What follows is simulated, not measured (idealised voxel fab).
process module | voxel quadruple lines
cross-section cut | 200 nm wide | cells 5 nm
A cross-section is a grid of square cells, given in bands from the top down. A band is one or more rows of cells.
Each band's line starts with the height of the band's top and of its bottom, in nm. Then come its materials from left to right, each with its width in nm. One material with "throughout" fills the band from edge to edge. "air" is empty space.
Height 0 is the level under which the wafer as received is all one material. The lowest band goes on downwards, as in "0 down".
A width such as "30 to 40" changes by the same amount from each row of cells to the next, from the band's top row to its bottom row.
"no change" after a step means that no cell of the cross-section changed.
closed voids: empty space of 8 cells or more with no open way to the top, each as width x height at its distance from the left edge, in nm
after a step's settings: what the simulator itself notes on the step
overlay nm, on a step with a mask: how far to the right of its planned place the mask lay; to the left if negative
plan
1 op RECEIVE | material Si
2 op CONFORMAL_DEP | material Al2O3 | thk nm 10
3 op DIRECTIONAL_DEP | material TiN | thk nm 10
4 op DIRECTIONAL_DEP | material polySi | thk nm 15
5 op DIRECTIONAL_DEP | material aC | thk nm 20
6 op PATTERN | tone cover | mask id MANDREL | material resist | width nm 30 | thk nm 30 | overlay nm 0
7 op DIRECTIONAL_ETCH | etch materials aC | depth nm 20
8 op STRIP | etch materials resist
9 op CONFORMAL_DEP | material SiO2 | thk nm 10
10 op DIRECTIONAL_ETCH | etch materials SiO2 | depth nm 5
11 op STRIP | etch materials aC
12 op DIRECTIONAL_ETCH | etch materials polySi | depth nm 15
13 op STRIP | etch materials SiO2
14 op CONFORMAL_DEP | material SiCN | thk nm 10
15 op DIRECTIONAL_ETCH | etch materials SiCN | depth nm 10
16 op STRIP | etch materials polySi
17 op DIRECTIONAL_ETCH | etch materials TiN | depth nm 10
18 op STRIP | etch materials SiCN
varied across the wafers: depth nm of step 10. The plan shows the first wafer's value. All wafers start alike
first wafer as received, after step 1
  0 down: Si throughout
  closed voids: none
each wafer at the end: cells of each material gained (+) or lost (-) since it was received, then its closed voids
depth nm 5 | +80 Al2O3 | closed voids: none
depth nm 10 | +80 Al2O3 | +16 TiN | closed voids: none
depth nm 15 | +80 Al2O3 | +16 TiN | closed voids: none
depth nm 20 | +80 Al2O3 | +16 TiN | closed voids: none
depth nm 25 | +80 Al2O3 | +16 TiN | closed voids: none
